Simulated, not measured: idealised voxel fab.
The process module presented herein is designated voxel capacitor over wiring.
Each square cell in cross-section cut measures 5 nm, and the section as a whole is 260 nm wide.
Heads up, the way a cross-section reads in here is a grid of square cells, handed over as bands from the top down, with every band being one or more rows of cells. This entry defines a band. It first specifies the height of the band's top and the height of its bottom in nm, and then specifies the band's materials from left to right, stating each material with its width in nm. The word "edge to edge" identifies a single material that fills the band from edge to edge, while the word "air" identifies empty space. Beneath 0, the wafer as received is one material, and that level is where height counting begins. The lowest band goes on downward without a bottom; it is written like "z 0 and below". Quick explanation for "30..40": the width changes in equal steps down the rows of cells, from the first number in the band's top row to the second number in its bottom row. Step marked "remains unaltered"? Then no cell in the cross-section changed in it. The entry titled "Enclosed internal voids" provides the empty spaces that have no open way to the top, restricted to those of 8 cells or more. Each is presented as width x height at distance, the distance being measured from the left edge, with all three in nm. Formally, on a step line, whatever follows the settings is a remark that the simulator itself makes on the step. The line of a step may include "overlay nm". On a step with a mask, this value is how far to the right of its planned place the mask lay. A negative value means the mask lay to the left.

plan
step 1: op RECEIVE | material Si
step 2: op CONFORMAL_DEP | material SiO2 | thk nm 10
step 3: op CONFORMAL_DEP | material SiN | thk nm 5
step 4: op DIRECTIONAL_DEP | material SiO2 | thk nm 20
step 5: op MASKED_ETCH | tone open | mask id METAL_1 | width nm 25 | pitch nm 75 | etch materials SiO2 | depth nm 20 | overlay nm 0
step 6: op MASKED_ETCH | tone open | mask id METAL_1 | width nm 25 | pitch nm 75 | etch materials SiN | depth nm 5 | overlay nm 0
step 7: op CONFORMAL_DEP | material TiN | thk nm 5
step 8: op FILL_DEP | material Cu | thk nm 5
step 9: op CMP | height nm 35
step 10: op CONFORMAL_DEP | material SiCN | thk nm 5
step 11: op DIRECTIONAL_DEP | material SiO2 | thk nm 20
step 12: op DIRECTIONAL_DEP | material aC | thk nm 10
step 13: op PATTERN | tone open | mask id PLUG_1 | material resist | width nm 15 | thk nm 25 | overlay nm 0
step 14: op DIRECTIONAL_ETCH | etch materials aC | depth nm 10
step 15: op STRIP | etch materials resist
step 16: op DIRECTIONAL_ETCH | etch materials SiO2 | depth nm 20
step 17: op DIRECTIONAL_ETCH | etch materials SiCN | depth nm 5
step 18: op STRIP | etch materials aC
step 19: op EPI | material Ru | thk nm 10
step 20: op EPI | material Ru | thk nm 10
step 21: op EPI | material Ru | thk nm 5
step 22: op DIRECTIONAL_DEP | material TiN | thk nm 5
step 23: op DIRECTIONAL_DEP | material HfO2 | thk nm 5
step 24: op DIRECTIONAL_DEP | material TiN | thk nm 5
step 25: op PATTERN | tone cover | mask id UPPER_PLATE | material resist | width nm 55 | thk nm 20 | overlay nm 0
step 26: op DIRECTIONAL_ETCH | etch materials TiN | depth nm 5
step 27: op DIRECTIONAL_ETCH | etch materials HfO2 | depth nm 5
step 28: op STRIP | etch materials resist
step 29: op PATTERN | tone cover | mask id LOWER_PLATE | material resist | width nm 65 | thk nm 20 | overlay nm 0
step 30: op DIRECTIONAL_ETCH | etch materials TiN | depth nm 5
step 31: op STRIP | etch materials resist
step 32: op FILL_DEP | material SiO2 | thk nm 20
step 33: op CMP | height nm 90
step 34: op DIRECTIONAL_DEP | material aC | thk nm 15
step 35: op PATTERN | tone open | mask id PLUG_2 | material resist | width nm 15 | thk nm 35 | overlay nm 0
step 36: op DIRECTIONAL_ETCH | etch materials aC | depth nm 15
step 37: op STRIP | etch materials resist
step 38: op DIRECTIONAL_ETCH | etch materials SiO2 | depth nm 15
step 39: op STRIP | etch materials aC
step 40: op CONFORMAL_DEP | material TiN | thk nm 5
step 41: op FILL_DEP | material Ru | thk nm 5
step 42: op CMP | height nm 90
step 43: op CONFORMAL_DEP | material SiCN | thk nm 5

Incoming wafer, cross-sectional view, post step 1
	z 0 and below = Si edge to edge
	Enclosed internal voids: none

Cross-sectional image of the first of two wafers at the end of the module, the run having proceeded as planned
	z 95 to 90 = SiCN edge to edge
	z 90 to 80 = 100 of SiO2; 5 of TiN; 5 of Ru; 5 of TiN; 145 of SiO2
	z 80 to 70 = 100..90 of SiO2; 15..55 of TiN; 145..115 of SiO2
	z 70 to 65 = 90 of SiO2; 55 of HfO2; 115 of SiO2
	z 65 to 60 = 85 of SiO2; 65 of TiN; 110 of SiO2
	z 60 to 40 = 90 of SiO2; 15 of Ru; 155 of SiO2
	z 40 to 35 = 90 of SiCN; 15 of Ru; 155 of SiCN
	z 35 to 15 = 80 of SiO2; 5 of TiN; 15 of Cu; 5 of TiN; 50 of SiO2; 5 of TiN; 15 of Cu; 5 of TiN; 80 of SiO2
	z 15 to 10 = 80 of SiN; 25 of TiN; 50 of SiN; 25 of TiN; 80 of SiN
	z 10 to 0 = SiO2 edge to edge
	z 0 and below = Si edge to edge
	Enclosed internal voids: none

End-of-module cross-section of the second wafer: identical starting point and process plan to the first, with one processing mistake
	z 95 to 90 = SiCN edge to edge
	z 90 to 80 = 100 of SiO2; 5 of TiN; 5 of Ru; 5 of TiN; 145 of SiO2
	z 80 to 75 = 100 of SiO2; 15 of TiN; 145 of SiO2
	z 75 to 70 = SiO2 edge to edge
	z 70 to 65 = 90 of SiO2; 55 of TiN; 115 of SiO2
	z 65 to 60 = 90 of SiO2; 55 of HfO2; 115 of SiO2
	z 60 to 40 = 90 of SiO2; 15 of Ru; 155 of SiO2
	z 40 to 35 = 90 of SiCN; 15 of Ru; 155 of SiCN
	z 35 to 15 = 80 of SiO2; 5 of TiN; 15 of Cu; 5 of TiN; 50 of SiO2; 5 of TiN; 15 of Cu; 5 of TiN; 80 of SiO2
	z 15 to 10 = 80 of SiN; 25 of TiN; 50 of SiN; 25 of TiN; 80 of SiN
	z 10 to 0 = SiO2 edge to edge
	z 0 and below = Si edge to edge
	Enclosed internal voids: none
Diagnosis: it should be noted that step 22 of the plan was omitted and was not performed
It is noted that, at the conclusion of processing, the second wafer exhibits a higher or lower cell count for certain materials relative to the first: +13 SiO2, -13 TiN
